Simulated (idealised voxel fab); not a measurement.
This section sets out a process module, namely voxel gate over fins.
Square cells of 5 nm make up the cross-section cut, whose width is 175 nm.
In what follows, cross-sections appear as grids of square cells, described through bands that run from the top down, where every band is one or more rows of cells. The entry gives the band's vertical extent as a top height and a bottom height in nm, then its horizontal make-up as materials from left to right, each with a width in nm. "air" stands for empty space; a single material marked "full width" fills the band edge to edge. Basically, 0 is our baseline, since under it the wafer straight out of the box is all one material. The bottom band has no lower end and keeps on going down, so it looks like "0 down". The notation "30->40" denotes a width that varies across the rows of cells in the band, beginning at the first number in the top row, finishing at the second number in the bottom row, and changing by an identical amount from each row to the next. For the purposes of this document, the phrase "left unchanged" attached to a step denotes that no cell within the cross-section was modified by that step. This entry, "Fully sealed cavities", enumerates those empty regions of no fewer than 8 cells that possess no open connection to the top. Each region is reported in the form width x height at distance, the distance being taken from the left edge, with all three quantities expressed in nm. It should be noted that, on the line of a given step, the content following the step's settings is a remark produced by the simulator itself with respect to that step. "overlay nm" denotes, for a step that has a mask, the displacement of the mask to the right of its planned place, with negative values corresponding to the left.

-- Listed below are the process steps as planned
1,RECEIVE [material Si]
2,CONFORMAL_DEP [material SiN] [thk nm 10]
3,PATTERN [tone cover] [mask id FINS] [material resist] [width nm 15] [pitch nm 35] [thk nm 15] [overlay nm 0]
4,DIRECTIONAL_ETCH [etch materials SiN] [depth nm 10]
5,DIRECTIONAL_ETCH [etch materials Si] [depth nm 30]
6,STRIP [etch materials resist]
7,OXIDIZE [depth nm 5]
8,FILL_DEP [material SiO2] [thk nm 10]
9,CMP [height nm 10]
10,SELECTIVE_ETCH [etch materials SiO2] [depth nm 20]
11,STRIP [etch materials SiN]
12,CONFORMAL_DEP [material HfO2] [thk nm 5]
13,CONFORMAL_DEP [material TiN] [thk nm 5]
14,CONFORMAL_DEP [material TiAl] [thk nm 5]
15,CONFORMAL_DEP [material TiN] [thk nm 5]
16,FILL_DEP [material W] [thk nm 15]
17,CMP [height nm 30]
18,CONFORMAL_DEP [material SiN] [thk nm 5]

-- Cross-section of the wafer at receipt, which is the condition after step 1
* 0 down: Si full width
* Fully sealed cavities: none

-- First of two wafers: cross-section at end of module, run per plan
* 35 to 30: SiN full width
* 30 to 20: W full width
* 20 to 15: W 10 nm, TiN 150 nm, W 15 nm
* 15 to 10: W 10 nm, TiN 5 nm, TiAl 140 nm, TiN 5 nm, W 15 nm
* 10 to 5: TiN 15 nm, TiAl 5 nm, TiN 25 nm, TiAl 10 nm, TiN 25 nm, TiAl 10 nm, TiN 25 nm, TiAl 10 nm, TiN 25 nm, TiAl 5 nm, TiN 20 nm
* 5 to 0: TiAl 20 nm, TiN 5 nm, HfO2 15 nm, TiN 5 nm, TiAl 10 nm, TiN 5 nm, HfO2 15 nm, TiN 5 nm, TiAl 10 nm, TiN 5 nm, HfO2 15 nm, TiN 5 nm, TiAl 10 nm, TiN 5 nm, HfO2 15 nm, TiN 5 nm, TiAl 25 nm
* 0 to -5: TiN 25 nm, HfO2 5 nm, Si 5 nm, HfO2 5 nm, TiN 20 nm, HfO2 5 nm, Si 5 nm, HfO2 5 nm, TiN 20 nm, HfO2 5 nm, Si 5 nm, HfO2 5 nm, TiN 20 nm, HfO2 5 nm, Si 5 nm, HfO2 5 nm, TiN 30 nm
* -5 to -10: HfO2 30 nm, Si 5 nm, HfO2 30 nm, Si 5 nm, HfO2 30 nm, Si 5 nm, HfO2 30 nm, Si 5 nm, HfO2 35 nm
* -10 to -35: SiO2 30 nm, Si 5 nm, SiO2 30 nm, Si 5 nm, SiO2 30 nm, Si 5 nm, SiO2 30 nm, Si 5 nm, SiO2 35 nm
* -35 down: Si full width
* Fully sealed cavities: none

-- Second wafer cross-section at end of module - shared start and plan with the first, one mistake in the run
* 35 to 30: SiN full width
* 30 to 25: TiN 170 nm, W 5 nm
* 25 to 20: TiN 5 nm, TiAl 160 nm, TiN 5 nm, W 5 nm
* 20 to 15: TiN 5 nm, TiAl 5 nm, TiN 150 nm, TiAl 5 nm, TiN 10 nm
* 15 to 10: TiAl 10 nm, TiN 5 nm, HfO2 140 nm, TiN 5 nm, TiAl 15 nm
* 10 to 5: TiN 15 nm, HfO2 140 nm, TiN 20 nm
* 5 to 0: HfO2 full width
* 0 to -10: HfO2 30 nm, Si 5 nm, HfO2 30 nm, Si 5 nm, HfO2 30 nm, Si 5 nm, HfO2 30 nm, Si 5 nm, HfO2 35 nm
* -10 to -35: SiO2 30 nm, Si 5 nm, SiO2 30 nm, Si 5 nm, SiO2 30 nm, Si 5 nm, SiO2 30 nm, Si 5 nm, SiO2 35 nm
* -35 down: Si full width
* Fully sealed cavities: none
In executing the process, a mistake was made relative to the plan: step 12 was processed under conditions differing from the plan, specifically as CONFORMAL_DEP [material HfO2] [thk nm 15]
Once processing is complete, comparing cell counts shows that the second wafer has more or fewer of certain materials than the first: HfO2 +102, TiAl -12, TiN -12, W -78
